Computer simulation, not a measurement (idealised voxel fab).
The name of this process module is voxel wiring stack.
For reference, the cross-section in this document is cut, with width 180 nm and square cells of 5 nm.
When this document writes out a cross-section, it uses a grid of square cells and lists it as bands, beginning at the top and moving down, with a band standing for one or more rows of cells. Band: top and bottom heights (nm) first, top before bottom; then materials from left to right, widths in nm. "throughout" marks a sole material filling the band edge to edge. "blank" denotes empty space. All heights in this document are referenced to 0, defined as the level beneath which the wafer, as received, consists entirely of one material. The lowest band is not bounded below; it extends indefinitely downward and is written in the form "0 down". Width: "30..40" (first number = top row, second number = bottom row, same change from row to row of cells). The cross-section has no changed cell in any step marked "remained unchanged". "Enclosed void list" enumerates empty spaces isolated from the top, with no open way to it, that contain at least 8 cells, giving each as width x height at distance from the left edge, all three in nm. Anything after a step's settings on that line? It's the simulator's own note about the step. overlay nm: mask right of planned place by this much (step with mask). Neg. = left.

## Process steps foreseen in the plan
1. RECEIVE with material Si
2. CONFORMAL_DEP with material SiO2, thk nm 10
3. DIRECTIONAL_DEP with material TiN, thk nm 5
4. DIRECTIONAL_DEP with material Ru, thk nm 20
5. PATTERN with tone cover, mask id METAL_1, material resist, width nm 30, pitch nm 45, thk nm 15, overlay nm 0
6. DIRECTIONAL_ETCH with etch materials Ru, depth nm 20
7. DIRECTIONAL_ETCH with etch materials TiN, depth nm 5
8. STRIP with etch materials resist
9. FILL_DEP with material lowk, thk nm 5
10. CMP with height nm 35
11. CONFORMAL_DEP with material SiCN, thk nm 5
12. DIRECTIONAL_DEP with material lowk, thk nm 15
13. MASKED_ETCH with tone open, mask id PLUG_1, width nm 15, pitch nm 45, etch materials lowk, depth nm 15, overlay nm 0
14. MASKED_ETCH with tone open, mask id PLUG_1, width nm 15, pitch nm 45, etch materials SiCN, depth nm 5, overlay nm 0
15. CONFORMAL_DEP with material TiN, thk nm 5
16. FILL_DEP with material Cu, thk nm 5
17. CMP with height nm 55
18. DIRECTIONAL_DEP with material TiN, thk nm 5
19. DIRECTIONAL_DEP with material W, thk nm 25
20. DIRECTIONAL_DEP with material aC, thk nm 15
21. PATTERN with tone cover, mask id METAL_2, material resist, width nm 30, pitch nm 45, thk nm 35, overlay nm 0
22. DIRECTIONAL_ETCH with etch materials aC, depth nm 15
23. STRIP with etch materials resist
24. DIRECTIONAL_ETCH with etch materials W, depth nm 25
25. DIRECTIONAL_ETCH with etch materials TiN, depth nm 5
26. STRIP with etch materials aC
27. CONFORMAL_DEP with material SiN, thk nm 5
28. FILL_DEP with material lowk, thk nm 10
29. CMP with height nm 85
30. CONFORMAL_DEP with material SiCN, thk nm 5
31. DIRECTIONAL_DEP with material lowk, thk nm 10
32. MASKED_ETCH with tone open, mask id PLUG_2, width nm 15, etch materials lowk, depth nm 10, overlay nm 0
33. MASKED_ETCH with tone open, mask id PLUG_2, width nm 15, etch materials SiCN, depth nm 5, overlay nm 0
34. EPI with material Ru, thk nm 10
35. EPI with material Ru, thk nm 5
36. DIRECTIONAL_DEP with material TiN, thk nm 5
37. DIRECTIONAL_DEP with material W, thk nm 25
38. MASKED_ETCH with tone cover, mask id METAL_3, width nm 30, pitch nm 45, etch materials W, depth nm 25, overlay nm 0
39. MASKED_ETCH with tone cover, mask id METAL_3, width nm 30, pitch nm 45, etch materials TiN, depth nm 5, overlay nm 0
40. FILL_DEP with material lowk, thk nm 5
41. CMP with height nm 130
42. CONFORMAL_DEP with material SiN, thk nm 5

## First of two wafers, with the run carried out as planned

## Incoming wafer in cross-section (state: after step 1)
	0 down = Si throughout
	Enclosed void list: none

## Step 2 complete: cross-section through the wafer
	10 to 0 = SiO2 throughout
	Lower than 0, everything is as it was.

## Step 3 complete: cross-section through the wafer
	15 to 10 = TiN throughout
	Lower than 10, everything is as it was.

## Step 4 complete: cross-section through the wafer
	35 to 15 = Ru throughout
	Lower than 15, everything is as it was.

## Step 5 complete: cross-section through the wafer
	50 to 35 = blank 50, resist 30, blank 15, resist 30, blank 55
	Lower than 35, everything is as it was.

## Step 6 complete: cross-section through the wafer
	50 to 35 = blank 50, resist 30, blank 15, resist 30, blank 55
	35 to 15 = blank 50, Ru 30, blank 15, Ru 30, blank 55
	Lower than 15, everything is as it was.

## Step 7 complete: cross-section through the wafer
	50 to 35 = blank 50, resist 30, blank 15, resist 30, blank 55
	35 to 15 = blank 50, Ru 30, blank 15, Ru 30, blank 55
	15 to 10 = blank 50, TiN 30, blank 15, TiN 30, blank 55
	Lower than 10, everything is as it was.

## Step 8 complete: cross-section through the wafer
	35 to 15 = blank 50, Ru 30, blank 15, Ru 30, blank 55
	Lower than 15, everything is as it was.

## Step 9 complete: cross-section through the wafer
	40 to 35 = lowk throughout
	35 to 15 = lowk 50, Ru 30, lowk 15, Ru 30, lowk 55
	15 to 10 = lowk 50, TiN 30, lowk 15, TiN 30, lowk 55
	Lower than 10, everything is as it was.

## Step 10 complete: cross-section through the wafer
	35 to 15 = lowk 50, Ru 30, lowk 15, Ru 30, lowk 55
	Lower than 15, everything is as it was.

## Step 11 complete: cross-section through the wafer
	40 to 35 = SiCN throughout
	Lower than 35, everything is as it was.

## Step 12 complete: cross-section through the wafer
	55 to 40 = lowk throughout
	Lower than 40, everything is as it was.

## Step 13 complete: cross-section through the wafer
	55 to 40 = lowk 50, blank 15, lowk 30, blank 15, lowk 70
	Lower than 40, everything is as it was.

## Step 14 complete: cross-section through the wafer
	55 to 40 = lowk 50, blank 15, lowk 30, blank 15, lowk 70
	40 to 35 = SiCN 50, blank 15, SiCN 30, blank 15, SiCN 70
	Lower than 35, everything is as it was.

## Step 15 complete: cross-section through the wafer
	60 to 55 = TiN 55, blank 5, TiN 40, blank 5, TiN 75
	55 to 40 = lowk 50, TiN 5, blank 5, TiN 5, lowk 30, TiN 5, blank 5, TiN 5, lowk 70
	40 to 35 = SiCN 50, TiN 15, SiCN 30, TiN 15, SiCN 70
	Lower than 35, everything is as it was.

## Step 16 complete: cross-section through the wafer
	65 to 60 = Cu throughout
	60 to 55 = TiN 55, Cu 5, TiN 40, Cu 5, TiN 75
	55 to 40 = lowk 50, TiN 5, Cu 5, TiN 5, lowk 30, TiN 5, Cu 5, TiN 5, lowk 70
	Lower than 40, everything is as it was.

## Step 17 complete: cross-section through the wafer
	55 to 40 = lowk 50, TiN 5, Cu 5, TiN 5, lowk 30, TiN 5, Cu 5, TiN 5, lowk 70
	Lower than 40, everything is as it was.

## Step 18 complete: cross-section through the wafer
	60 to 55 = TiN throughout
	Lower than 55, everything is as it was.

## Step 19 complete: cross-section through the wafer
	85 to 60 = W throughout
	Lower than 60, everything is as it was.

## Step 20 complete: cross-section through the wafer
	100 to 85 = aC throughout
	Lower than 85, everything is as it was.

## Step 21 complete: cross-section through the wafer
	135 to 100 = blank 50, resist 30, blank 15, resist 30, blank 55
	Lower than 100, everything is as it was.

## Step 22 complete: cross-section through the wafer
	120 to 100 = blank 50, resist 30, blank 15, resist 30, blank 55
	100 to 85 = blank 50, aC 30, blank 15, aC 30, blank 55
	Lower than 85, everything is as it was.

## Step 23 complete: cross-section through the wafer
	100 to 85 = blank 50, aC 30, blank 15, aC 30, blank 55
	Lower than 85, everything is as it was.

## Step 24 complete: cross-section through the wafer
	100 to 85 = blank 50, aC 30, blank 15, aC 30, blank 55
	85 to 60 = blank 50, W 30, blank 15, W 30, blank 55
	Lower than 60, everything is as it was.

## Step 25 complete: cross-section through the wafer
	100 to 85 = blank 50, aC 30, blank 15, aC 30, blank 55
	85 to 60 = blank 50, W 30, blank 15, W 30, blank 55
	60 to 55 = blank 50, TiN 30, blank 15, TiN 30, blank 55
	Lower than 55, everything is as it was.

## Step 26 complete: cross-section through the wafer
	85 to 60 = blank 50, W 30, blank 15, W 30, blank 55
	Lower than 60, everything is as it was.

## Step 27 complete: cross-section through the wafer
	90 to 85 = blank 45, SiN 40, blank 5, SiN 40, blank 50
	85 to 60 = blank 45, SiN 5, W 30, SiN 5, blank 5, SiN 5, W 30, SiN 5, blank 50
	60 to 55 = SiN 50, TiN 30, SiN 15, TiN 30, SiN 55
	Lower than 55, everything is as it was.

## Step 28 complete: cross-section through the wafer
	100 to 90 = lowk throughout
	90 to 85 = lowk 45, SiN 40, lowk 5, SiN 40, lowk 50
	85 to 60 = lowk 45, SiN 5, W 30, SiN 5, lowk 5, SiN 5, W 30, SiN 5, lowk 50
	Lower than 60, everything is as it was.

## Step 29 complete: cross-section through the wafer
	85 to 60 = lowk 45, SiN 5, W 30, SiN 5, lowk 5, SiN 5, W 30, SiN 5, lowk 50
	Lower than 60, everything is as it was.

## Step 30 complete: cross-section through the wafer
	90 to 85 = SiCN throughout
	Lower than 85, everything is as it was.

## Step 31 complete: cross-section through the wafer
	100 to 90 = lowk throughout
	Lower than 90, everything is as it was.

## Step 32 complete: cross-section through the wafer
	100 to 90 = lowk 50, blank 15, lowk 115
	Lower than 90, everything is as it was.

## Step 33 complete: cross-section through the wafer
	100 to 90 = lowk 50, blank 15, lowk 115
	90 to 85 = SiCN 50, blank 15, SiCN 115
	Lower than 85, everything is as it was.

## Step 34 complete: cross-section through the wafer
	100 to 95 = lowk 50, blank 15, lowk 115
	95 to 90 = lowk 50, Ru 15, lowk 115
	90 to 85 = SiCN 50, Ru 15, SiCN 115
	Lower than 85, everything is as it was.

## Step 35 complete: cross-section through the wafer
	100 to 90 = lowk 50, Ru 15, lowk 115
	Lower than 90, everything is as it was.

## Step 36 complete: cross-section through the wafer
	105 to 100 = TiN throughout
	Lower than 100, everything is as it was.

## Step 37 complete: cross-section through the wafer
	130 to 105 = W throughout
	Lower than 105, everything is as it was.

## Step 38 complete: cross-section through the wafer
	130 to 105 = blank 50, W 30, blank 15, W 30, blank 55
	Lower than 105, everything is as it was.

## Step 39 complete: cross-section through the wafer
	130 to 105 = blank 50, W 30, blank 15, W 30, blank 55
	105 to 100 = blank 50, TiN 30, blank 15, TiN 30, blank 55
	Lower than 100, everything is as it was.

## Step 40 complete: cross-section through the wafer
	135 to 130 = lowk throughout
	130 to 105 = lowk 50, W 30, lowk 15, W 30, lowk 55
	105 to 100 = lowk 50, TiN 30, lowk 15, TiN 30, lowk 55
	Lower than 100, everything is as it was.

## Step 41 complete: cross-section through the wafer
	130 to 105 = lowk 50, W 30, lowk 15, W 30, lowk 55
	Lower than 105, everything is as it was.

## Step 42 complete: cross-section through the wafer
	135 to 130 = SiN throughout
	Lower than 130, everything is as it was.

## Second wafer: same start and same plan as the first, one execution error; identical to the first through step 1

## X-section, second wafer, when step 2 was due to finish
	15 to 0 = SiO2 throughout
	Lower than 0, everything is as it was.

## X-section, second wafer, when step 3 was due to finish
	20 to 15 = TiN throughout
	Lower than 15, everything is as it was.

## X-section, second wafer, when step 4 was due to finish
	40 to 20 = Ru throughout
	Lower than 20, everything is as it was.

## X-section, second wafer, when step 5 was due to finish
	55 to 40 = blank 50, resist 30, blank 15, resist 30, blank 55
	Lower than 40, everything is as it was.

## X-section, second wafer, when step 6 was due to finish
	55 to 40 = blank 50, resist 30, blank 15, resist 30, blank 55
	40 to 20 = blank 50, Ru 30, blank 15, Ru 30, blank 55
	Lower than 20, everything is as it was.

## X-section, second wafer, when step 7 was due to finish
	55 to 40 = blank 50, resist 30, blank 15, resist 30, blank 55
	40 to 20 = blank 50, Ru 30, blank 15, Ru 30, blank 55
	20 to 15 = blank 50, TiN 30, blank 15, TiN 30, blank 55
	Lower than 15, everything is as it was.

## X-section, second wafer, when step 8 was due to finish
	40 to 20 = blank 50, Ru 30, blank 15, Ru 30, blank 55
	Lower than 20, everything is as it was.

## X-section, second wafer, when step 9 was due to finish
	45 to 40 = lowk throughout
	40 to 20 = lowk 50, Ru 30, lowk 15, Ru 30, lowk 55
	20 to 15 = lowk 50, TiN 30, lowk 15, TiN 30, lowk 55
	Lower than 15, everything is as it was.

## X-section, second wafer, when step 10 was due to finish
	35 to 20 = lowk 50, Ru 30, lowk 15, Ru 30, lowk 55
	Lower than 20, everything is as it was.

## X-section, second wafer, when step 11 was due to finish
	40 to 35 = SiCN throughout
	Lower than 35, everything is as it was.

## X-section, second wafer, when step 12 was due to finish
	55 to 40 = lowk throughout
	Lower than 40, everything is as it was.

## X-section, second wafer, when step 13 was due to finish
	55 to 40 = lowk 50, blank 15, lowk 30, blank 15, lowk 70
	Lower than 40, everything is as it was.

## X-section, second wafer, when step 14 was due to finish
	55 to 40 = lowk 50, blank 15, lowk 30, blank 15, lowk 70
	40 to 35 = SiCN 50, blank 15, SiCN 30, blank 15, SiCN 70
	Lower than 35, everything is as it was.

## X-section, second wafer, when step 15 was due to finish
	60 to 55 = TiN 55, blank 5, TiN 40, blank 5, TiN 75
	55 to 40 = lowk 50, TiN 5, blank 5, TiN 5, lowk 30, TiN 5, blank 5, TiN 5, lowk 70
	40 to 35 = SiCN 50, TiN 15, SiCN 30, TiN 15, SiCN 70
	Lower than 35, everything is as it was.

## X-section, second wafer, when step 16 was due to finish
	65 to 60 = Cu throughout
	60 to 55 = TiN 55, Cu 5, TiN 40, Cu 5, TiN 75
	55 to 40 = lowk 50, TiN 5, Cu 5, TiN 5, lowk 30, TiN 5, Cu 5, TiN 5, lowk 70
	Lower than 40, everything is as it was.

## X-section, second wafer, when step 17 was due to finish
	55 to 40 = lowk 50, TiN 5, Cu 5, TiN 5, lowk 30, TiN 5, Cu 5, TiN 5, lowk 70
	Lower than 40, everything is as it was.

## X-section, second wafer, when step 18 was due to finish
	60 to 55 = TiN throughout
	Lower than 55, everything is as it was.

## X-section, second wafer, when step 19 was due to finish
	85 to 60 = W throughout
	Lower than 60, everything is as it was.

## X-section, second wafer, when step 20 was due to finish
	100 to 85 = aC throughout
	Lower than 85, everything is as it was.

## X-section, second wafer, when step 21 was due to finish
	135 to 100 = blank 50, resist 30, blank 15, resist 30, blank 55
	Lower than 100, everything is as it was.

## X-section, second wafer, when step 22 was due to finish
	120 to 100 = blank 50, resist 30, blank 15, resist 30, blank 55
	100 to 85 = blank 50, aC 30, blank 15, aC 30, blank 55
	Lower than 85, everything is as it was.

## X-section, second wafer, when step 23 was due to finish
	100 to 85 = blank 50, aC 30, blank 15, aC 30, blank 55
	Lower than 85, everything is as it was.

## X-section, second wafer, when step 24 was due to finish
	100 to 85 = blank 50, aC 30, blank 15, aC 30, blank 55
	85 to 60 = blank 50, W 30, blank 15, W 30, blank 55
	Lower than 60, everything is as it was.

## X-section, second wafer, when step 25 was due to finish
	100 to 85 = blank 50, aC 30, blank 15, aC 30, blank 55
	85 to 60 = blank 50, W 30, blank 15, W 30, blank 55
	60 to 55 = blank 50, TiN 30, blank 15, TiN 30, blank 55
	Lower than 55, everything is as it was.

## X-section, second wafer, when step 26 was due to finish
	85 to 60 = blank 50, W 30, blank 15, W 30, blank 55
	Lower than 60, everything is as it was.

## X-section, second wafer, when step 27 was due to finish
	90 to 85 = blank 45, SiN 40, blank 5, SiN 40, blank 50
	85 to 60 = blank 45, SiN 5, W 30, SiN 5, blank 5, SiN 5, W 30, SiN 5, blank 50
	60 to 55 = SiN 50, TiN 30, SiN 15, TiN 30, SiN 55
	Lower than 55, everything is as it was.

## X-section, second wafer, when step 28 was due to finish
	100 to 90 = lowk throughout
	90 to 85 = lowk 45, SiN 40, lowk 5, SiN 40, lowk 50
	85 to 60 = lowk 45, SiN 5, W 30, SiN 5, lowk 5, SiN 5, W 30, SiN 5, lowk 50
	Lower than 60, everything is as it was.

## X-section, second wafer, when step 29 was due to finish
	85 to 60 = lowk 45, SiN 5, W 30, SiN 5, lowk 5, SiN 5, W 30, SiN 5, lowk 50
	Lower than 60, everything is as it was.

## X-section, second wafer, when step 30 was due to finish
	90 to 85 = SiCN throughout
	Lower than 85, everything is as it was.

## X-section, second wafer, when step 31 was due to finish
	100 to 90 = lowk throughout
	Lower than 90, everything is as it was.

## X-section, second wafer, when step 32 was due to finish
	100 to 90 = lowk 50, blank 15, lowk 115
	Lower than 90, everything is as it was.

## X-section, second wafer, when step 33 was due to finish
	100 to 90 = lowk 50, blank 15, lowk 115
	90 to 85 = SiCN 50, blank 15, SiCN 115
	Lower than 85, everything is as it was.

## X-section, second wafer, when step 34 was due to finish
	100 to 95 = lowk 50, blank 15, lowk 115
	95 to 90 = lowk 50, Ru 15, lowk 115
	90 to 85 = SiCN 50, Ru 15, SiCN 115
	Lower than 85, everything is as it was.

## X-section, second wafer, when step 35 was due to finish
	100 to 90 = lowk 50, Ru 15, lowk 115
	Lower than 90, everything is as it was.

## X-section, second wafer, when step 36 was due to finish
	105 to 100 = TiN throughout
	Lower than 100, everything is as it was.

## X-section, second wafer, when step 37 was due to finish
	130 to 105 = W throughout
	Lower than 105, everything is as it was.

## X-section, second wafer, when step 38 was due to finish
	130 to 105 = blank 50, W 30, blank 15, W 30, blank 55
	Lower than 105, everything is as it was.

## X-section, second wafer, when step 39 was due to finish
	130 to 105 = blank 50, W 30, blank 15, W 30, blank 55
	105 to 100 = blank 50, TiN 30, blank 15, TiN 30, blank 55
	Lower than 100, everything is as it was.

## X-section, second wafer, when step 40 was due to finish
	135 to 130 = lowk throughout
	130 to 105 = lowk 50, W 30, lowk 15, W 30, lowk 55
	105 to 100 = lowk 50, TiN 30, lowk 15, TiN 30, lowk 55
	Lower than 100, everything is as it was.

## X-section, second wafer, when step 41 was due to finish
	130 to 105 = lowk 50, W 30, lowk 15, W 30, lowk 55
	Lower than 105, everything is as it was.

## X-section, second wafer, when step 42 was due to finish
	135 to 130 = SiN throughout
	Lower than 130, everything is as it was.
Run error: step 2 off recipe, ran as CONFORMAL_DEP with material SiO2, thk nm 15
Final comparison by cell count, materials where the second wafer has more or fewer than the first: Ru: 12 fewer | SiO2: 36 more | lowk: 24 fewer
